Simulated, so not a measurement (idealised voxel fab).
process module | voxel air gaps
cross-section cut | 240 nm wide | cells 5 nm
A cross-section is a grid of square cells, given in bands from the top down. A band is one or more rows of cells.
Each band's line starts with the height of the band's top and of its bottom, in nm. Then come its materials from left to right, each with its width in nm. One material with "throughout" fills the band from edge to edge. "air" is empty space.
Height 0 is the level under which the wafer as received is all one material. The lowest band goes on downwards, as in "0 down".
A width such as "30 to 40" changes by the same amount from each row of cells to the next, from the band's top row to its bottom row.
"no change" after a step means that no cell of the cross-section changed.
closed voids: empty space of 8 cells or more with no open way to the top, each as width x height at its distance from the left edge, in nm
after a step's settings: what the simulator itself notes on the step
overlay nm, on a step with a mask: how far to the right of its planned place the mask lay; to the left if negative
plan
1 op RECEIVE | material Si
2 op CONFORMAL_DEP | material SiO2 | thk nm 15
3 op CONFORMAL_DEP | material SiCN | thk nm 5
4 op DIRECTIONAL_DEP | material SiO2 | thk nm 40
5 op PATTERN | tone open | mask id LINES | material resist | width nm 15 | pitch nm 40 | thk nm 20 | overlay nm 0
6 op DIRECTIONAL_ETCH | etch materials SiO2 | depth nm 40
7 op STRIP | etch materials resist
8 op CONFORMAL_DEP | material TiN | thk nm 5
9 op FILL_DEP | material Cu | thk nm 5
10 op CMP | height nm 60
11 op EPI | material Ru | thk nm 10
12 op SELECTIVE_ETCH | etch materials SiO2 | depth nm 50
13 op CONFORMAL_DEP | material SiCN | thk nm 5
as received, after step 1
  0 down: Si throughout
  closed voids: none
a wafer at the end: this start, this plan, one mistake
  70 to 60: air 40 | Ru 35 | air 5 | Ru 35 | air 5 | Ru 35 | air 5 | Ru 35 | air 45
  60 to 25: air 50 | TiN 5 | Cu 5 | TiN 5 | air 25 | TiN 5 | Cu 5 | TiN 5 | air 25 | TiN 5 | Cu 5 | TiN 5 | air 25 | TiN 5 | Cu 5 | TiN 5 | air 55
  25 to 20: air 50 | TiN 15 | air 25 | TiN 15 | air 25 | TiN 15 | air 25 | TiN 15 | air 55
  20 to 15: SiCN throughout
  15 to 0: SiO2 throughout
  0 down: Si throughout
  closed voids: none
what went wrong: step 13 was left out
